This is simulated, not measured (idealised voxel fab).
Process module name: voxel released beams
The cross-section on display is named cut; it measures 255 nm wide, and its cells are 5 nm squares.
A cross-section is written here as square cells arranged in a grid, and it is given in bands from the top down, each band taking up one or more rows of cells.
Top height, bottom height, nm. Materials left to right, width each, nm. Single material + "full width" = fills band edge to edge. "air" = empty.
Heights are measured from 0, the level below which the as-received wafer is all one material; the lowest band has no bottom and continues downward, written as in "top 0, no bottom".
Quick explanation for "30..40": the width changes in equal steps down the rows of cells, from the first number in the band's top row to the second number in its bottom row.
A step reported as "changes: none" is a step in which no cell of the cross-section changed.
You'll see "Closed void entries" listing empty spaces that have no way open to the top, as long as they're 8 cells or more; the notation is width x height at distance, where the distance is from the left edge, and all of it is in nm.
On a step's line, text after the settings is the simulator commenting on that step.
overlay nm: on a step with a mask, how far right of its planned place the mask lay; negative means left.

-- The following list gives the planned process steps
1) RECEIVE | material Si
2) CONFORMAL_DEP | material Al2O3 | thk nm 10
3) DIRECTIONAL_DEP | material SiO2 | thk nm 15
4) PATTERN | tone open | mask id ANCHOR | material resist | width nm 35 | thk nm 15 | overlay nm 0
5) DIRECTIONAL_ETCH | etch materials SiO2 | depth nm 15
6) STRIP | etch materials resist
7) CONFORMAL_DEP | material polySi | thk nm 10
8) PATTERN | tone cover | mask id BEAM | material resist | width nm 120 | thk nm 15 | overlay nm 0
9) DIRECTIONAL_ETCH | etch materials polySi | depth nm 10
10) STRIP | etch materials resist
11) STRIP | etch materials SiO2

-- Incoming wafer in cross-section (state: after step 1)
- top 0, no bottom: Si full width
- Closed void entries: none

-- Wafer cross-section at module end: first of two, run to plan
- top 35, bottom 25: air: 65, polySi: 15, air: 15, polySi: 90, air: 70
- top 25, bottom 20: air: 70, polySi: 10, air: 15, polySi: 10, air: 150
- top 20, bottom 10: air: 70, polySi: 35, air: 150
- top 10, bottom 0: Al2O3 full width
- top 0, no bottom: Si full width
- Closed void entries: none

-- So this is wafer number two of the two, cut at the end of the module - it started where the first did and had the same plan, we just got one thing wrong running it
- top 35, bottom 25: air: 65, polySi: 120, air: 70
- top 25, bottom 15: Al2O3 full width
- top 15, bottom 0: SiO2 full width
- top 0, no bottom: Si full width
- Closed void entries: none
Deviation noted in wafer processing: the run placed steps 2 and 3 each in the position the plan gave to the other
FYI, end of process, the second wafer has more or fewer cells of some materials than the first: SiO2: 153 more, polySi: 12 fewer
